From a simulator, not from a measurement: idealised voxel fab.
voxel fin reveal: a process module
The width of the displayed cross-section, cut, is 235 nm; its cells are square, with a size of 5 nm.
How to read a cross-section here: the picture is a grid of square cells, written as bands going from the top down, and any band can span one or more rows of cells. Within each band entry, the heights of the top and of the bottom of the band appear first, in that order and in nm; the materials of the band then follow from left to right, each with its corresponding width in nm. The designation "edge to edge" on a single material indicates that it fills the band from edge to edge; the designation "empty" indicates empty space. Measure heights from 0. That's the level where, below it, the as-received wafer is all one material. The lowest band is bottomless and extends downward; write it as in "z 0 and below". The expression "30->40" gives the width at the extremes of the band, the first number at its top row of cells and the second at its bottom row, with the width changing by equal amounts from each row to the next in between. Given "nothing altered" for a step, no cell of the cross-section differs between before and after that step. Entry "Enclosed cavity list" = empty spaces >= 8 cells with no open way to the top; each as width x height at distance, distance from left edge, all nm. On a step's line, text after the settings is the simulator commenting on that step. Steps that use a mask can have "overlay nm" on their line. It says how far the mask sat to the right of where it was meant to be. Negative means to the left.

**The planned process steps are enumerated hereunder**
- 1: RECEIVE (material Si)
- 2: CONFORMAL_DEP (material SiN; thk nm 5)
- 3: PATTERN (tone cover; mask id FINS; material resist; width nm 15; pitch nm 40; thk nm 20; overlay nm 0)
- 4: DIRECTIONAL_ETCH (etch materials SiN; depth nm 5)
- 5: DIRECTIONAL_ETCH (etch materials Si; depth nm 40)
- 6: STRIP (etch materials resist)
- 7: FILL_DEP (material SiO2; thk nm 10)
- 8: CMP (height nm 5)
- 9: SELECTIVE_ETCH (etch materials SiO2; depth nm 30)
- 10: STRIP (etch materials SiN)
- 11: CONFORMAL_DEP (material SiO2; thk nm 5)

**So this is the incoming wafer in cross-section - it's already been through step 1**
z 0 and below = Si edge to edge
Enclosed cavity list: none

**The cross-section shown corresponds to the wafer at the conclusion of the module. The initial structure and the process plan are those presented above; however, one mistake occurred in executing the plan**
z 0 to -25 = empty 50; Si 15; empty 25; Si 15; empty 25; Si 15; empty 25; Si 15; empty 50
z -25 to -40 = SiO2 50; Si 15; SiO2 25; Si 15; SiO2 25; Si 15; SiO2 25; Si 15; SiO2 50
z -40 and below = Si edge to edge
Enclosed cavity list: none
What was done differently from what was planned? step 11 was dropped from the plan's execution and never run
